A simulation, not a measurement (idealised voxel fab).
This is a process module. Its name is voxel self aligned vias.
It is cross-section cut that appears here, measuring 200 nm in width, its square cells being 5 nm in size.
Cross-section layout: square cells on a grid; listed as bands, top to bottom; a band spans one or more cell rows.
A band entry consists of two parts. The first gives the height of the band's top and the height of its bottom, in nm. The rest lists the band's materials from left to right, each with its width in nm. A single material labelled with the word "full width" fills the band from edge to edge, and the word "blank" marks empty space.
Height 0 is the level under which the wafer as received is all one material. The lowest band goes on downwards, as in "0 -> down".
Graded width ("30..40"): value in top row of band = first number; value in bottom row = second number; row-to-row change constant.
"remained the same" after a step means that no cell of the cross-section changed.
"Trapped voids" contains a list of empty spaces, each no smaller than 8 cells and without an open way to the top, written in the form width x height at distance with the distance from the left edge and all three in nm.
Text after the settings on a step's line: the simulator's own remark on that step.
Steps that use a mask can have "overlay nm" on their line. It says how far the mask sat to the right of where it was meant to be. Negative means to the left.
**The planned process steps are enumerated hereunder**
1) RECEIVE: material Si
2) CONFORMAL_DEP: material SiO2, thk nm 10
3) CONFORMAL_DEP: material SiCN, thk nm 5
4) DIRECTIONAL_DEP: material lowk, thk nm 30
5) DIRECTIONAL_DEP: material aC, thk nm 15
6) PATTERN: tone open, mask id LINES, material resist, width nm 20, pitch nm 60, thk nm 35, overlay nm 0
7) DIRECTIONAL_ETCH: etch materials aC, depth nm 15
8) STRIP: etch materials resist
9) DIRECTIONAL_ETCH: etch materials lowk, depth nm 30
10) STRIP: etch materials aC
11) CONFORMAL_DEP: material TiN, thk nm 5
12) FILL_DEP: material W, thk nm 5
13) CMP: height nm 45
14) SELECTIVE_ETCH: etch materials W Ru TiN, depth nm 10
15) FILL_DEP: material SiN, thk nm 10
16) CMP: height nm 45
17) DIRECTIONAL_DEP: material lowk, thk nm 20
18) DIRECTIONAL_DEP: material aC, thk nm 10
19) PATTERN: tone open, mask id VIAS, material resist, width nm 30, thk nm 25, overlay nm 0
20) DIRECTIONAL_ETCH: etch materials aC, depth nm 10
21) STRIP: etch materials resist
22) DIRECTIONAL_ETCH: etch materials lowk, depth nm 20
23) DIRECTIONAL_ETCH: etch materials SiN, depth nm 10
24) STRIP: etch materials aC
25) CONFORMAL_DEP: material TiN, thk nm 5
26) FILL_DEP: material Ru, thk nm 5
27) CMP: height nm 65
28) CONFORMAL_DEP: material SiN, thk nm 5
**Cross-section, incoming material, after step 1**
0 -> down  Si full width
Trapped voids: none
**As-planned run: cross-section of the first of two wafers at end of module**
70 -> 65  SiN full width
65 -> 50  lowk: 55  TiN: 5  Ru: 20  TiN: 5  lowk: 115
50 -> 45  lowk: 55  TiN: 10  Ru: 10  TiN: 10  lowk: 115
45 -> 40  lowk: 60  TiN: 5  Ru: 10  TiN: 5  lowk: 40  SiN: 20  lowk: 60
40 -> 35  lowk: 60  TiN: 20  lowk: 40  SiN: 20  lowk: 60
35 -> 20  lowk: 60  TiN: 5  W: 10  TiN: 5  lowk: 40  TiN: 5  W: 10  TiN: 5  lowk: 60
20 -> 15  lowk: 60  TiN: 20  lowk: 40  TiN: 20  lowk: 60
15 -> 10  SiCN full width
10 -> 0  SiO2 full width
0 -> down  Si full width
Trapped voids: none
**Second wafer cross-section at end of module - shared start and plan with the first, one mistake in the run**
70 -> 65  SiN full width
65 -> 45  lowk: 55  TiN: 5  Ru: 20  TiN: 5  lowk: 115
45 -> 40  lowk: 55  TiN: 5  Ru: 20  TiN: 5  lowk: 35  SiN: 20  lowk: 60
40 -> 35  lowk: 55  TiN: 30  lowk: 35  SiN: 20  lowk: 60
35 -> 25  lowk: 55  TiN: 10  W: 10  TiN: 10  lowk: 35  TiN: 5  W: 10  TiN: 5  lowk: 60
25 -> 20  lowk: 60  TiN: 5  W: 10  TiN: 5  lowk: 40  TiN: 5  W: 10  TiN: 5  lowk: 60
20 -> 15  lowk: 60  TiN: 20  lowk: 40  TiN: 20  lowk: 60
15 -> 10  SiCN full width
10 -> 0  SiO2 full width
0 -> down  Si full width
Trapped voids: none
Nonconformance to the process plan: twice, step 22 of the plan was run
Wrapping up, a cell-based count of both wafers puts the second over or under the first for these materials: Ru: 4 more; TiN: 4 more; lowk: 8 fewer
